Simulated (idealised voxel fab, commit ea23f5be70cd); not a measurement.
The process module that follows is named voxel gate over fins.
The cross-section shown here is cut; it is 275 nm wide and divided into square cells measuring 5 nm on a side.
For the purposes of this document, a cross-section shall be understood as a grid of square cells, specified as bands listed in top-to-bottom order, each band consisting of one or more rows of cells.
First you get the band's top height and its bottom height, in nm, and then the materials it's made of, left to right, with each width in nm. If you see a single material with "everywhere", that one covers the band edge to edge. "air" is empty space.
For the purposes of this specification, 0 denotes the height below which the wafer in its as-received condition is composed wholly of one material, and the lowermost band, lacking a lower limit, extends downward without end, as expressed in "top 0, no bottom".
Note: "30..40" means the width goes from the first number (top row of the band) to the second number (bottom row) in equal steps per row of cells.
The designation "left unchanged", where it is given for a processing step, indicates that no cell of the cross-section was altered in the course of that step.
If an empty space has no open way to the top and is at least 8 cells in size, "Completely enclosed voids" lists it, written width x height at distance, where distance is measured from the left edge and every value is in nm.
If you see something after the settings on a step's line, that's the simulator's own remark about that step.
For masked steps, "overlay nm" on the step line gives how far right of plan the mask actually lay; a minus sign means it lay to the left.

-- List of planned process steps
1. op RECEIVE | material Si
2. op CONFORMAL_DEP | material SiN | thk nm 10
3. op PATTERN | tone cover | mask id FINS | material resist | width nm 15 | pitch nm 60 | thk nm 15 | overlay nm 0
4. op DIRECTIONAL_ETCH | etch materials SiN | depth nm 10
5. op DIRECTIONAL_ETCH | etch materials Si | depth nm 30
6. op STRIP | etch materials resist
7. op OXIDIZE | depth nm 5
8. op FILL_DEP | material SiO2 | thk nm 5
9. op CMP | height nm 10
10. op MASKED_ETCH | tone open | mask id RAIL | width nm 15 | etch materials SiO2 | depth nm 35 | overlay nm 0
11. op CONFORMAL_DEP | material TiN | thk nm 5
12. op FILL_DEP | material W | thk nm 5
13. op CMP | height nm 10
14. op SELECTIVE_ETCH | etch materials W Ru TiN | depth nm 30
15. op FILL_DEP | material SiO2 | thk nm 5
16. op CMP | height nm 10
17. op SELECTIVE_ETCH | etch materials SiO2 | depth nm 25
18. op STRIP | etch materials SiN
19. op CONFORMAL_DEP | material HfO2 | thk nm 5
20. op CONFORMAL_DEP | material TiN | thk nm 5
21. op CONFORMAL_DEP | material TiAl | thk nm 5
22. op CONFORMAL_DEP | material TiN | thk nm 5
23. op FILL_DEP | material W | thk nm 15
24. op CMP | height nm 30
25. op CONFORMAL_DEP | material SiCN | thk nm 5

-- Received-state cross-section, reflecting completion of step 1
    top 0, no bottom  Si everywhere
    Completely enclosed voids: none

-- End-of-module cross-section. Starting structure and process plan as above; one mistake made in running it
    top 35, bottom 30  SiCN everywhere
    top 30, bottom 15  W everywhere
    top 15, bottom 10  W: 60, then TiN: 35, then W: 25, then TiN: 35, then W: 25, then TiN: 35, then W: 60
    top 10, bottom 5  W: 60, then TiN: 5, then TiAl: 25, then TiN: 5, then W: 25, then TiN: 5, then TiAl: 25, then TiN: 5, then W: 25, then TiN: 5, then TiAl: 25, then TiN: 5, then W: 60
    top 5, bottom 0  W: 60, then TiN: 5, then TiAl: 5, then TiN: 15, then TiAl: 5, then TiN: 5, then W: 25, then TiN: 5, then TiAl: 5, then TiN: 15, then TiAl: 5, then TiN: 5, then W: 25, then TiN: 5, then TiAl: 5, then TiN: 15, then TiAl: 5, then TiN: 5, then W: 60
    top 0, bottom -5  TiN: 65, then TiAl: 5, then TiN: 5, then Si: 5, then TiN: 5, then TiAl: 5, then TiN: 35, then TiAl: 5, then TiN: 5, then Si: 5, then TiN: 5, then TiAl: 5, then TiN: 35, then TiAl: 5, then TiN: 5, then Si: 5, then TiN: 5, then TiAl: 5, then TiN: 65
    top -5, bottom -10  TiAl: 70, then TiN: 5, then Si: 5, then TiN: 5, then TiAl: 45, then TiN: 5, then Si: 5, then TiN: 5, then TiAl: 45, then TiN: 5, then Si: 5, then TiN: 5, then TiAl: 70
    top -10, bottom -15  TiN: 75, then Si: 5, then TiN: 55, then Si: 5, then TiN: 55, then Si: 5, then TiN: 75
    top -15, bottom -20  SiO2: 75, then Si: 5, then SiO2: 55, then Si: 5, then SiO2: 55, then Si: 5, then SiO2: 75
    top -20, bottom -25  SiO2: 75, then Si: 5, then SiO2: 20, then TiN: 15, then SiO2: 20, then Si: 5, then SiO2: 55, then Si: 5, then SiO2: 75
    top -25, bottom -35  SiO2: 75, then Si: 5, then SiO2: 55, then Si: 5, then SiO2: 55, then Si: 5, then SiO2: 75
    top -35, no bottom  Si everywhere
    Completely enclosed voids: none
In executing the process, a mistake was made relative to the plan: plan step 19 was not performed, having been skipped
